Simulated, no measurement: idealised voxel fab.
The following process module bears the name voxel ribs on slabs.
Square cell edge 5 nm, section width 295 nm, ID cut.
Format of a cross-section: grid, square cells. Given as bands. Order: top down. Band: one or more rows of cells. Basically the band line says how high the top is and how high the bottom is, in nm, and then what's in it from left to right, every material with its width in nm. Empty space shows up as "empty", and if a single material carries "full width" it runs the full band edge to edge. Heights are measured from 0, the level below which the as-received wafer is all one material; the lowest band has no bottom and continues downward, written as in "0 -> down". Quick explanation for "30->40": the width changes in equal steps down the rows of cells, from the first number in the band's top row to the second number in its bottom row. Take "no modification" at face value: in the step it is given for, the cross-section changed in none of its cells. Closed empty spaces: empty space of 8 cells or more with no open way to the top, each as width x height at its distance from the left edge, in nm. Where a step's line continues beyond its settings, the continuation is a remark by the simulator itself on that step. "overlay nm" on a masked step: distance the mask lay right of its planned place, negative for left.

THE FOLLOWING LIST GIVES THE PLANNED PROCESS STEPS
step 1: RECEIVE (material Si)
step 2: DIRECTIONAL_DEP (material SiO2; thk nm 30)
step 3: DIRECTIONAL_DEP (material SiN; thk nm 15)
step 4: DIRECTIONAL_DEP (material aC; thk nm 10)
step 5: PATTERN (tone cover; mask id RIB; material resist; width nm 20; thk nm 25; overlay nm 0)
step 6: DIRECTIONAL_ETCH (etch materials aC; depth nm 10)
step 7: STRIP (etch materials resist)
step 8: DIRECTIONAL_ETCH (etch materials SiN; depth nm 5)
step 9: STRIP (etch materials aC)
step 10: PATTERN (tone cover; mask id SLAB; material resist; width nm 70; thk nm 15; overlay nm 0)
step 11: DIRECTIONAL_ETCH (etch materials SiN; depth nm 10)
step 12: STRIP (etch materials resist)
step 13: FILL_DEP (material SiO2; thk nm 20)
step 14: CMP (height nm 55)
step 15: DIRECTIONAL_DEP (material TiN; thk nm 5)
step 16: PATTERN (tone cover; mask id HEATER; material resist; width nm 30; thk nm 15; overlay nm 0)
step 17: DIRECTIONAL_ETCH (etch materials TiN; depth nm 5)
step 18: STRIP (etch materials resist)
step 19: CONFORMAL_DEP (material SiN; thk nm 10)

FIRST WAFER OF TWO (RUN AS PLANNED)

CROSS-SECTION OF THE WAFER AT RECEIPT, WHICH IS THE CONDITION AFTER STEP 1
	0 -> down | Si full width
	Closed empty spaces: none

CROSS-SECTION OF THE WAFER AFTER STEP 2
	30 -> 0 | SiO2 full width
	Beneath the level 0, the cross-section is identical to its previous state.

CROSS-SECTION OF THE WAFER AFTER STEP 3
	45 -> 30 | SiN full width
	Beneath the level 30, the cross-section is identical to its previous state.

CROSS-SECTION OF THE WAFER AFTER STEP 4
	55 -> 45 | aC full width
	Beneath the level 45, the cross-section is identical to its previous state.

CROSS-SECTION OF THE WAFER AFTER STEP 5
	80 -> 55 | empty (135) / resist (20) / empty (140)
	Beneath the level 55, the cross-section is identical to its previous state.

CROSS-SECTION OF THE WAFER AFTER STEP 6
	70 -> 55 | empty (135) / resist (20) / empty (140)
	55 -> 45 | empty (135) / aC (20) / empty (140)
	Beneath the level 45, the cross-section is identical to its previous state.

CROSS-SECTION OF THE WAFER AFTER STEP 7
	55 -> 45 | empty (135) / aC (20) / empty (140)
	Beneath the level 45, the cross-section is identical to its previous state.

CROSS-SECTION OF THE WAFER AFTER STEP 8
	55 -> 45 | empty (135) / aC (20) / empty (140)
	45 -> 40 | empty (135) / SiN (20) / empty (140)
	Beneath the level 40, the cross-section is identical to its previous state.

CROSS-SECTION OF THE WAFER AFTER STEP 9
	45 -> 40 | empty (135) / SiN (20) / empty (140)
	Beneath the level 40, the cross-section is identical to its previous state.

CROSS-SECTION OF THE WAFER AFTER STEP 10
	60 -> 45 | empty (110) / resist (70) / empty (115)
	45 -> 40 | empty (110) / resist (25) / SiN (20) / resist (25) / empty (115)
	Beneath the level 40, the cross-section is identical to its previous state.

CROSS-SECTION OF THE WAFER AFTER STEP 11
	60 -> 45 | empty (110) / resist (70) / empty (115)
	45 -> 40 | empty (110) / resist (25) / SiN (20) / resist (25) / empty (115)
	40 -> 30 | empty (110) / SiN (70) / empty (115)
	Beneath the level 30, the cross-section is identical to its previous state.

CROSS-SECTION OF THE WAFER AFTER STEP 12
	45 -> 40 | empty (135) / SiN (20) / empty (140)
	Beneath the level 40, the cross-section is identical to its previous state.

CROSS-SECTION OF THE WAFER AFTER STEP 13
	65 -> 45 | SiO2 full width
	45 -> 40 | SiO2 (135) / SiN (20) / SiO2 (140)
	40 -> 30 | SiO2 (110) / SiN (70) / SiO2 (115)
	Beneath the level 30, the cross-section is identical to its previous state.

CROSS-SECTION OF THE WAFER AFTER STEP 14
	55 -> 45 | SiO2 full width
	Beneath the level 45, the cross-section is identical to its previous state.

CROSS-SECTION OF THE WAFER AFTER STEP 15
	60 -> 55 | TiN full width
	Beneath the level 55, the cross-section is identical to its previous state.

CROSS-SECTION OF THE WAFER AFTER STEP 16
	75 -> 60 | empty (130) / resist (30) / empty (135)
	Beneath the level 60, the cross-section is identical to its previous state.

CROSS-SECTION OF THE WAFER AFTER STEP 17
	75 -> 60 | empty (130) / resist (30) / empty (135)
	60 -> 55 | empty (130) / TiN (30) / empty (135)
	Beneath the level 55, the cross-section is identical to its previous state.

CROSS-SECTION OF THE WAFER AFTER STEP 18
	60 -> 55 | empty (130) / TiN (30) / empty (135)
	Beneath the level 55, the cross-section is identical to its previous state.

CROSS-SECTION OF THE WAFER AFTER STEP 19
	70 -> 65 | empty (120) / SiN (50) / empty (125)
	65 -> 60 | SiN full width
	60 -> 55 | SiN (130) / TiN (30) / SiN (135)
	Beneath the level 55, the cross-section is identical to its previous state.

THE SECOND WAFER: IDENTICAL TO THE FIRST AT THE OUTSET AND IN ITS PLANNED SEQUENCE, DIFFERING ONLY IN THAT ONE MISTAKE WAS MADE DURING PROCESSING; UP TO AND INCLUDING STEP 12, ITS PATH IS THE FIRST WAFER'S PATH

SECOND WAFER PROFILE IN SECTION, AT THE MOMENT STEP 13 OF THE PLAN WAS MEANT TO BE COMPLETE
	65 -> 45 | aC full width
	45 -> 40 | aC (135) / SiN (20) / aC (140)
	40 -> 30 | aC (110) / SiN (70) / aC (115)
	Beneath the level 30, the cross-section is identical to its previous state.

SECOND WAFER PROFILE IN SECTION, AT THE MOMENT STEP 14 OF THE PLAN WAS MEANT TO BE COMPLETE
	55 -> 45 | aC full width
	Beneath the level 45, the cross-section is identical to its previous state.

SECOND WAFER PROFILE IN SECTION, AT THE MOMENT STEP 15 OF THE PLAN WAS MEANT TO BE COMPLETE
	60 -> 55 | TiN full width
	Beneath the level 55, the cross-section is identical to its previous state.

SECOND WAFER PROFILE IN SECTION, AT THE MOMENT STEP 16 OF THE PLAN WAS MEANT TO BE COMPLETE
	75 -> 60 | empty (130) / resist (30) / empty (135)
	Beneath the level 60, the cross-section is identical to its previous state.

SECOND WAFER PROFILE IN SECTION, AT THE MOMENT STEP 17 OF THE PLAN WAS MEANT TO BE COMPLETE
	75 -> 60 | empty (130) / resist (30) / empty (135)
	60 -> 55 | empty (130) / TiN (30) / empty (135)
	Beneath the level 55, the cross-section is identical to its previous state.

SECOND WAFER PROFILE IN SECTION, AT THE MOMENT STEP 18 OF THE PLAN WAS MEANT TO BE COMPLETE
	60 -> 55 | empty (130) / TiN (30) / empty (135)
	Beneath the level 55, the cross-section is identical to its previous state.

SECOND WAFER PROFILE IN SECTION, AT THE MOMENT STEP 19 OF THE PLAN WAS MEANT TO BE COMPLETE
	70 -> 65 | empty (120) / SiN (50) / empty (125)
	65 -> 60 | SiN full width
	60 -> 55 | SiN (130) / TiN (30) / SiN (135)
	Beneath the level 55, the cross-section is identical to its previous state.
The plan and the run diverged here: step 13: run off-plan, actual operation and settings FILL_DEP (material aC; thk nm 20)
Upon completion, the second wafer contains, in terms of cells, a greater or smaller amount of certain materials than the first wafer: SiO2 -263; aC +263
